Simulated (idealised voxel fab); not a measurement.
Name of the process module below: voxel lift off
For reference, the cross-section in this document is cut, with width 155 nm and square cells of 5 nm.
Reading order for cross-sections: top band down to bottom band. Underlying form: a grid of square cells. Band size: one or more rows of cells. The entry gives the band's vertical extent as a top height and a bottom height in nm, then its horizontal make-up as materials from left to right, each with a width in nm. "air" stands for empty space; a single material marked "edge to edge" fills the band edge to edge. Heads up on the height convention: 0 is the point under which the incoming wafer is all one material, and the lowest band has no bottom, it just keeps going down, like "z 0 and below". A width given as "30->40" starts at the first number in the band's top row and ends at the second number in its bottom row, shifting by an equal amount at every step from row to row. Take "no change occurred" at face value: in the step it is given for, the cross-section changed in none of its cells. "Closed empty spaces": sealed empty spaces, 8 cells or more, no open way to top, listed width x height at distance, with distance from the left edge and width, height and distance in nm. It should be noted that, on the line of a given step, the content following the step's settings is a remark produced by the simulator itself with respect to that step. "overlay nm" on a masked step: distance the mask lay right of its planned place, negative for left. If you're wondering how to read the rest of this, here's the deal. It's pairs of cross-sections: one from before a process step, one from after it. The after one is only drawn as far down as the lowest band that changed. Right under each pair you'll see which step sits between them and what its settings were. Don't read the pairs as one continuous story, though. They can come from different runs of this module on the same starting wafer, and a pair only carries on from the one above it where its entry headed "Incoming structure" says so.
## Incoming structure
z 0 and below  Si edge to edge
Closed empty spaces: none
## after
z 10 to 0  SiN edge to edge
Nothing below the height 0 has changed.
Closed empty spaces: none
Link between the two cross-sections above: CONFORMAL_DEP (material SiN; thk nm 10)
Incoming structure: The structure entering this step is exactly what the pair just above shows after its step.
## after
z 40 to 10  25 of resist / 25 of air / 15 of resist / 25 of air / 15 of resist / 25 of air / 25 of resist
Nothing below the height 10 has changed.
Closed empty spaces: none
Link between the two cross-sections above: PATTERN (tone open; mask id LINES; material resist; width nm 25; pitch nm 40; thk nm 30; overlay nm 0)
Incoming structure: The structure entering this step is exactly what the pair just above shows after its step.
## after
z 55 to 40  25 of Ru / 25 of air / 15 of Ru / 25 of air / 15 of Ru / 25 of air / 25 of Ru
z 40 to 25  25 of resist / 25 of air / 15 of resist / 25 of air / 15 of resist / 25 of air / 25 of resist
z 25 to 10  25 of resist / 25 of Ru / 15 of resist / 25 of Ru / 15 of resist / 25 of Ru / 25 of resist
Nothing below the height 10 has changed.
Closed empty spaces: none
Link between the two cross-sections above: DIRECTIONAL_DEP (material Ru; thk nm 15)
Incoming structure: The structure entering this step is exactly what the pair just above shows after its step.
## after
z 25 to 10  25 of air / 25 of Ru / 15 of air / 25 of Ru / 15 of air / 25 of Ru / 25 of air
Nothing below the height 10 has changed.
Closed empty spaces: none
Link between the two cross-sections above: STRIP (etch materials resist)
Incoming structure: The structure entering this step is exactly what the pair just above shows after its step.
## after
z 30 to 25  20 of air / 35 of SiCN / 5 of air / 35 of SiCN / 5 of air / 35 of SiCN / 20 of air
z 25 to 15  20 of air / 5 of SiCN / 25 of Ru / 5 of SiCN / 5 of air / 5 of SiCN / 25 of Ru / 5 of SiCN / 5 of air / 5 of SiCN / 25 of Ru / 5 of SiCN / 20 of air
z 15 to 10  25 of SiCN / 25 of Ru / 15 of SiCN / 25 of Ru / 15 of SiCN / 25 of Ru / 25 of SiCN
Nothing below the height 10 has changed.
Closed empty spaces: none
Link between the two cross-sections above: CONFORMAL_DEP (material SiCN; thk nm 5)
## Incoming structure
z 40 to 10  25 of resist / 25 of air / 15 of resist / 25 of air / 15 of resist / 25 of air / 25 of resist
z 10 to 0  SiN edge to edge
z 0 and below  Si edge to edge
Closed empty spaces: none
## after
z 10 to 0  SiN edge to edge
Nothing below the height 0 has changed.
Closed empty spaces: none
Link between the two cross-sections above: STRIP (etch materials resist)
Incoming structure: The structure entering this step is exactly what the pair just above shows after its step.
## after
z 15 to 10  SiCN edge to edge
Nothing below the height 10 has changed.
Closed empty spaces: none
Link between the two cross-sections above: CONFORMAL_DEP (material SiCN; thk nm 5)
## Incoming structure
z 40 to 10  25 of resist / 25 of air / 15 of resist / 25 of air / 15 of resist / 25 of air / 25 of resist
z 10 to 0  SiN edge to edge
z 0 and below  Si edge to edge
Closed empty spaces: none
## after
z 60 to 40  25 of Ru / 25 of air / 15 of Ru / 25 of air / 15 of Ru / 25 of air / 25 of Ru
z 40 to 30  25 of resist / 25 of air / 15 of resist / 25 of air / 15 of resist / 25 of air / 25 of resist
z 30 to 10  25 of resist / 25 of Ru / 15 of resist / 25 of Ru / 15 of resist / 25 of Ru / 25 of resist
Nothing below the height 10 has changed.
Closed empty spaces: none
Link between the two cross-sections above: DIRECTIONAL_DEP (material Ru; thk nm 20)
Incoming structure: The structure entering this step is exactly what the pair just above shows after its step.
## after
z 30 to 10  25 of air / 25 of Ru / 15 of air / 25 of Ru / 15 of air / 25 of Ru / 25 of air
Nothing below the height 10 has changed.
Closed empty spaces: none
Link between the two cross-sections above: STRIP (etch materials resist)
Incoming structure: The structure entering this step is exactly what the pair just above shows after its step.
## after
z 35 to 30  20 of air / 35 of SiCN / 5 of air / 35 of SiCN / 5 of air / 35 of SiCN / 20 of air
z 30 to 15  20 of air / 5 of SiCN / 25 of Ru / 5 of SiCN / 5 of air / 5 of SiCN / 25 of Ru / 5 of SiCN / 5 of air / 5 of SiCN / 25 of Ru / 5 of SiCN / 20 of air
z 15 to 10  25 of SiCN / 25 of Ru / 15 of SiCN / 25 of Ru / 15 of SiCN / 25 of Ru / 25 of SiCN
Nothing below the height 10 has changed.
Closed empty spaces: none
Link between the two cross-sections above: CONFORMAL_DEP (material SiCN; thk nm 5)
## Incoming structure
z 10 to 0  SiN edge to edge
z 0 and below  Si edge to edge
Closed empty spaces: none
## after
z 40 to 10  30 of resist / 20 of air / 20 of resist / 20 of air / 20 of resist / 20 of air / 25 of resist
Nothing below the height 10 has changed.
Closed empty spaces: none
Link between the two cross-sections above: PATTERN (tone open; mask id LINES; material resist; width nm 20; pitch nm 40; thk nm 30; overlay nm 0)
Incoming structure: The structure entering this step is exactly what the pair just above shows after its step.
## after
z 55 to 40  30 of Ru / 20 of air / 20 of Ru / 20 of air / 20 of Ru / 20 of air / 25 of Ru
z 40 to 25  30 of resist / 20 of air / 20 of resist / 20 of air / 20 of resist / 20 of air / 25 of resist
z 25 to 10  30 of resist / 20 of Ru / 20 of resist / 20 of Ru / 20 of resist / 20 of Ru / 25 of resist
Nothing below the height 10 has changed.
Closed empty spaces: none
Link between the two cross-sections above: DIRECTIONAL_DEP (material Ru; thk nm 15)
Incoming structure: The structure entering this step is exactly what the pair just above shows after its step.
## after
z 25 to 10  30 of air / 20 of Ru / 20 of air / 20 of Ru / 20 of air / 20 of Ru / 25 of air
Nothing below the height 10 has changed.
Closed empty spaces: none
Link between the two cross-sections above: STRIP (etch materials resist)
Incoming structure: The structure entering this step is exactly what the pair just above shows after its step.
## after
z 30 to 25  25 of air / 30 of SiCN / 10 of air / 30 of SiCN / 10 of air / 30 of SiCN / 20 of air
z 25 to 15  25 of air / 5 of SiCN / 20 of Ru / 5 of SiCN / 10 of air / 5 of SiCN / 20 of Ru / 5 of SiCN / 10 of air / 5 of SiCN / 20 of Ru / 5 of SiCN / 20 of air
z 15 to 10  30 of SiCN / 20 of Ru / 20 of SiCN / 20 of Ru / 20 of SiCN / 20 of Ru / 25 of SiCN
Nothing below the height 10 has changed.
Closed empty spaces: none
Link between the two cross-sections above: CONFORMAL_DEP (material SiCN; thk nm 5)
## Incoming structure
z 10 to 0  SiN edge to edge
z 0 and below  Si edge to edge
Closed empty spaces: none
## after
z 40 to 10  30 of resist / 25 of air / 15 of resist / 25 of air / 15 of resist / 25 of air / 20 of resist
Nothing below the height 10 has changed.
Closed empty spaces: none
Link between the two cross-sections above: PATTERN (tone open; mask id LINES; material resist; width nm 25; pitch nm 40; thk nm 30; overlay nm 5)
Incoming structure: The structure entering this step is exactly what the pair just above shows after its step.
## after
z 55 to 40  30 of Ru / 25 of air / 15 of Ru / 25 of air / 15 of Ru / 25 of air / 20 of Ru
z 40 to 25  30 of resist / 25 of air / 15 of resist / 25 of air / 15 of resist / 25 of air / 20 of resist
z 25 to 10  30 of resist / 25 of Ru / 15 of resist / 25 of Ru / 15 of resist / 25 of Ru / 20 of resist
Nothing below the height 10 has changed.
Closed empty spaces: none
Link between the two cross-sections above: DIRECTIONAL_DEP (material Ru; thk nm 15)
Incoming structure: The structure entering this step is exactly what the pair just above shows after its step.
## after
z 25 to 10  30 of air / 25 of Ru / 15 of air / 25 of Ru / 15 of air / 25 of Ru / 20 of air
Nothing below the height 10 has changed.
Closed empty spaces: none
Link between the two cross-sections above: STRIP (etch materials resist)
Incoming structure: The structure entering this step is exactly what the pair just above shows after its step.
## after
z 30 to 25  25 of air / 35 of SiCN / 5 of air / 35 of SiCN / 5 of air / 35 of SiCN / 15 of air
z 25 to 15  25 of air / 5 of SiCN / 25 of Ru / 5 of SiCN / 5 of air / 5 of SiCN / 25 of Ru / 5 of SiCN / 5 of air / 5 of SiCN / 25 of Ru / 5 of SiCN / 15 of air
z 15 to 10  30 of SiCN / 25 of Ru / 15 of SiCN / 25 of Ru / 15 of SiCN / 25 of Ru / 20 of SiCN
Nothing below the height 10 has changed.
Closed empty spaces: none
Link between the two cross-sections above: CONFORMAL_DEP (material SiCN; thk nm 5)
## Incoming structure
z 0 and below  Si edge to edge
Closed empty spaces: none
## after
z 10 to 0  Ru edge to edge
Nothing below the height 0 has changed.
Closed empty spaces: none
Link between the two cross-sections above: CONFORMAL_DEP (material Ru; thk nm 10)
Incoming structure: The structure entering this step is exactly what the pair just above shows after its step.
## after
z 40 to 10  25 of resist / 25 of air / 15 of resist / 25 of air / 15 of resist / 25 of air / 25 of resist
Nothing below the height 10 has changed.
Closed empty spaces: none
Link between the two cross-sections above: PATTERN (tone open; mask id LINES; material resist; width nm 25; pitch nm 40; thk nm 30; overlay nm 0)
Incoming structure: The structure entering this step is exactly what the pair just above shows after its step.
## after
z 55 to 40  25 of Ru / 25 of air / 15 of Ru / 25 of air / 15 of Ru / 25 of air / 25 of Ru
z 40 to 25  25 of resist / 25 of air / 15 of resist / 25 of air / 15 of resist / 25 of air / 25 of resist
z 25 to 10  25 of resist / 25 of Ru / 15 of resist / 25 of Ru / 15 of resist / 25 of Ru / 25 of resist
Nothing below the height 10 has changed.
Closed empty spaces: none
Link between the two cross-sections above: DIRECTIONAL_DEP (material Ru; thk nm 15)
Incoming structure: The structure entering this step is exactly what the pair just above shows after its step.
## after
z 25 to 10  25 of air / 25 of Ru / 15 of air / 25 of Ru / 15 of air / 25 of Ru / 25 of air
Nothing below the height 10 has changed.
Closed empty spaces: none
Link between the two cross-sections above: STRIP (etch materials resist)
Incoming structure: The structure entering this step is exactly what the pair just above shows after its step.
## after
z 30 to 25  20 of air / 35 of SiCN / 5 of air / 35 of SiCN / 5 of air / 35 of SiCN / 20 of air
z 25 to 15  20 of air / 5 of SiCN / 25 of Ru / 5 of SiCN / 5 of air / 5 of SiCN / 25 of Ru / 5 of SiCN / 5 of air / 5 of SiCN / 25 of Ru / 5 of SiCN / 20 of air
z 15 to 10  25 of SiCN / 25 of Ru / 15 of SiCN / 25 of Ru / 15 of SiCN / 25 of Ru / 25 of SiCN
Nothing below the height 10 has changed.
Closed empty spaces: none
Link between the two cross-sections above: CONFORMAL_DEP (material SiCN; thk nm 5)
## Incoming structure
z 10 to 0  SiN edge to edge
z 0 and below  Si edge to edge
Closed empty spaces: none
## after
z 40 to 10  25 of air / 25 of resist / 15 of air / 25 of resist / 15 of air / 25 of resist / 25 of air
Nothing below the height 10 has changed.
Closed empty spaces: none
Link between the two cross-sections above: PATTERN (tone cover; mask id LINES; material resist; width nm 25; pitch nm 40; thk nm 30; overlay nm 0)
Incoming structure: The structure entering this step is exactly what the pair just above shows after its step.
## after
z 55 to 40  25 of air / 25 of Ru / 15 of air / 25 of Ru / 15 of air / 25 of Ru / 25 of air
z 40 to 25  25 of air / 25 of resist / 15 of air / 25 of resist / 15 of air / 25 of resist / 25 of air
z 25 to 10  25 of Ru / 25 of resist / 15 of Ru / 25 of resist / 15 of Ru / 25 of resist / 25 of Ru
Nothing below the height 10 has changed.
Closed empty spaces: none
Link between the two cross-sections above: DIRECTIONAL_DEP (material Ru; thk nm 15)
Incoming structure: The structure entering this step is exactly what the pair just above shows after its step.
## after
z 25 to 10  25 of Ru / 25 of air / 15 of Ru / 25 of air / 15 of Ru / 25 of air / 25 of Ru
Nothing below the height 10 has changed.
Closed empty spaces: none
Link between the two cross-sections above: STRIP (etch materials resist)
Incoming structure: The structure entering this step is exactly what the pair just above shows after its step.
## after
z 30 to 25  30 of SiCN / 15 of air / 25 of SiCN / 15 of air / 25 of SiCN / 15 of air / 30 of SiCN
z 25 to 15  25 of Ru / 5 of SiCN / 15 of air / 5 of SiCN / 15 of Ru / 5 of SiCN / 15 of air / 5 of SiCN / 15 of Ru / 5 of SiCN / 15 of air / 5 of SiCN / 25 of Ru
z 15 to 10  25 of Ru / 25 of SiCN / 15 of Ru / 25 of SiCN / 15 of Ru / 25 of SiCN / 25 of Ru
Nothing below the height 10 has changed.
Closed empty spaces: none
Link between the two cross-sections above: CONFORMAL_DEP (material SiCN; thk nm 5)
